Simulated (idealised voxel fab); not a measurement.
Process module, titled voxel self aligned vias
The width of the displayed cross-section, cut, is 140 nm; its cells are square, with a size of 5 nm.
When this document writes out a cross-section, it uses a grid of square cells and lists it as bands, beginning at the top and moving down, with a band standing for one or more rows of cells. Heads up on the band format: heights come first, top then bottom, in nm. After that it's the materials left to right, each with its width in nm. A single material flagged "edge to edge" fills the whole band edge to edge, and "blank" means there's empty space there. Ref level 0: as-received wafer is one material below here. Bottom band extends down with no lower bound ("z 0 and below"). It should be noted that a width expressed as "30..40" varies in equal increments from row to row of cells within the band, taking the value of the first number at the top row and that of the second number at the bottom row. Where a step carries "no modification", the cross-section came out of it unchanged, cell for cell. Reported under the label "Voids, enclosed" are the empty spaces having no open way to the top and comprising 8 cells or more; the notation for each is width x height at distance, in which the distance is measured from the left edge and all three values are in nm. Anything after a step's settings on that line? It's the simulator's own note about the step. Among the settings permitted on a step's line is "overlay nm"; applied to a step with a mask, it specifies the extent to which the mask lay to the right of its planned position, whereas a negative figure signifies a position to the left.

# Planned process steps
step 1: RECEIVE [material Si]
step 2: CONFORMAL_DEP [material SiO2] [thk nm 10]
step 3: CONFORMAL_DEP [material SiCN] [thk nm 5]
step 4: DIRECTIONAL_DEP [material lowk] [thk nm 20]
step 5: MASKED_ETCH [tone open] [mask id LINES] [width nm 30] [pitch nm 70] [etch materials lowk] [depth nm 20] [overlay nm 0]
step 6: CONFORMAL_DEP [material TiN] [thk nm 5]
step 7: FILL_DEP [material Ru] [thk nm 5]
step 8: CMP [height nm 35]
step 9: SELECTIVE_ETCH [etch materials W Ru TiN] [depth nm 5]
step 10: FILL_DEP [material SiN] [thk nm 10]
step 11: CMP [height nm 35]
step 12: DIRECTIONAL_DEP [material lowk] [thk nm 20]
step 13: PATTERN [tone open] [mask id VIAS] [material resist] [width nm 40] [thk nm 20] [overlay nm 0]
step 14: DIRECTIONAL_ETCH [etch materials lowk] [depth nm 20]
step 15: DIRECTIONAL_ETCH [etch materials SiN] [depth nm 5]
step 16: STRIP [etch materials resist]
step 17: CONFORMAL_DEP [material TiN] [thk nm 5]
step 18: FILL_DEP [material Cu] [thk nm 10]
step 19: CMP [height nm 55]
step 20: CONFORMAL_DEP [material SiCN] [thk nm 5]

# So this is the incoming wafer in cross-section - it's already been through step 1
- z 0 and below = Si edge to edge
- Voids, enclosed: none

# Same starting wafer, same plan as above, one mistake in the execution; this is the cross-section at the end of the module
- z 60 to 55 = SiCN edge to edge
- z 55 to 35 = lowk 15, then TiN 5, then Cu 30, then TiN 5, then lowk 85
- z 35 to 30 = lowk 15, then TiN 40, then lowk 35, then SiN 30, then lowk 20
- z 30 to 20 = lowk 15, then TiN 10, then Ru 20, then TiN 10, then lowk 35, then TiN 5, then Ru 20, then TiN 5, then lowk 20
- z 20 to 15 = lowk 15, then TiN 40, then lowk 35, then TiN 30, then lowk 20
- z 15 to 10 = SiCN edge to edge
- z 10 to 0 = SiO2 edge to edge
- z 0 and below = Si edge to edge
- Voids, enclosed: none
Which mistake was made when the wafer was run? it should be noted that step 14 of the plan was executed twice
